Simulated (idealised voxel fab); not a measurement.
Process module, titled voxel gate over fins
Section shown: cut. Width: 155 nm. Cell size: 5 nm, square.
This document writes a cross-section as a grid whose cells are square, and gives it as bands, listed from the top down; one or more rows of cells form a band. Top height, bottom height, nm. Materials left to right, width each, nm. Single material + "throughout" = fills band edge to edge. "empty" = empty. Note: height 0 marks the level under which the wafer is uniformly one material as received. Lowest band unbounded below, written "0 and below". Width: "30->40" (first number = top row, second number = bottom row, same change from row to row of cells). Step marked "no modifications"? Then no cell in the cross-section changed in it. Heads up: "Enclosed voids" only lists the empty pockets with no open path to the top that are 8 cells or more, and it writes them as width x height at distance, distance from the left edge, in nm. Where a step's line continues beyond its settings, the continuation is a remark by the simulator itself on that step. The optional step-line setting "overlay nm" applies to steps with a mask and quantifies how far to the right of its planned location the mask lay, a negative value indicating leftward placement.

The planned process steps are enumerated hereunder:
| 1 | RECEIVE | material Si |
| 2 | CONFORMAL_DEP | material SiN | thk nm 10 |
| 3 | MASKED_ETCH | tone cover | mask id FINS | width nm 15 | pitch nm 40 | etch materials SiN | depth nm 10 | overlay nm 0 |
| 4 | MASKED_ETCH | tone cover | mask id FINS | width nm 15 | pitch nm 40 | etch materials Si | depth nm 40 | overlay nm 0 |
| 5 | OXIDIZE | depth nm 5 |
| 6 | FILL_DEP | material SiO2 | thk nm 10 |
| 7 | CMP | height nm 10 |
| 8 | SELECTIVE_ETCH | etch materials SiO2 | depth nm 25 |
| 9 | STRIP | etch materials SiN |
| 10 | CONFORMAL_DEP | material HfO2 | thk nm 5 |
| 11 | CONFORMAL_DEP | material TiN | thk nm 5 |
| 12 | CONFORMAL_DEP | material TiAl | thk nm 5 |
| 13 | CONFORMAL_DEP | material TiN | thk nm 5 |
| 14 | FILL_DEP | material W | thk nm 10 |
| 15 | CMP | height nm 25 |
| 16 | CONFORMAL_DEP | material SiCN | thk nm 5 |

Wafer at receipt (post step 1), cross-section:
	0 and below = Si throughout
	Enclosed voids: none

Result of the module, cross-sectioned: start per above, plan per above, one error in how it was run:
	25 down to 20 = SiCN throughout
	20 down to 15 = W: 35  TiN: 85  W: 35
	15 down to 10 = W: 35  TiN: 5  TiAl: 35  TiN: 5  TiAl: 35  TiN: 5  W: 35
	10 down to 5 = W: 35  TiN: 5  TiAl: 5  TiN: 25  TiAl: 5  TiN: 5  TiAl: 5  TiN: 25  TiAl: 5  TiN: 5  W: 35
	5 down to 0 = TiN: 40  TiAl: 5  TiN: 5  HfO2: 15  TiN: 5  TiAl: 5  TiN: 5  TiAl: 5  TiN: 5  HfO2: 15  TiN: 5  TiAl: 5  TiN: 40
	0 down to -5 = TiAl: 45  TiN: 5  HfO2: 5  Si: 5  HfO2: 5  TiN: 5  TiAl: 15  TiN: 5  HfO2: 5  Si: 5  HfO2: 5  TiN: 5  TiAl: 45
	-5 down to -10 = TiN: 50  HfO2: 5  Si: 5  HfO2: 5  TiN: 25  HfO2: 5  Si: 5  HfO2: 5  TiN: 50
	-10 down to -15 = HfO2: 55  Si: 5  HfO2: 35  Si: 5  HfO2: 55
	-15 down to -45 = SiO2: 55  Si: 5  SiO2: 35  Si: 5  SiO2: 55
	-45 and below = Si throughout
	Enclosed voids: none
Run error: step 15 ran differently from the plan; actual operation with settings: CMP | height nm 20
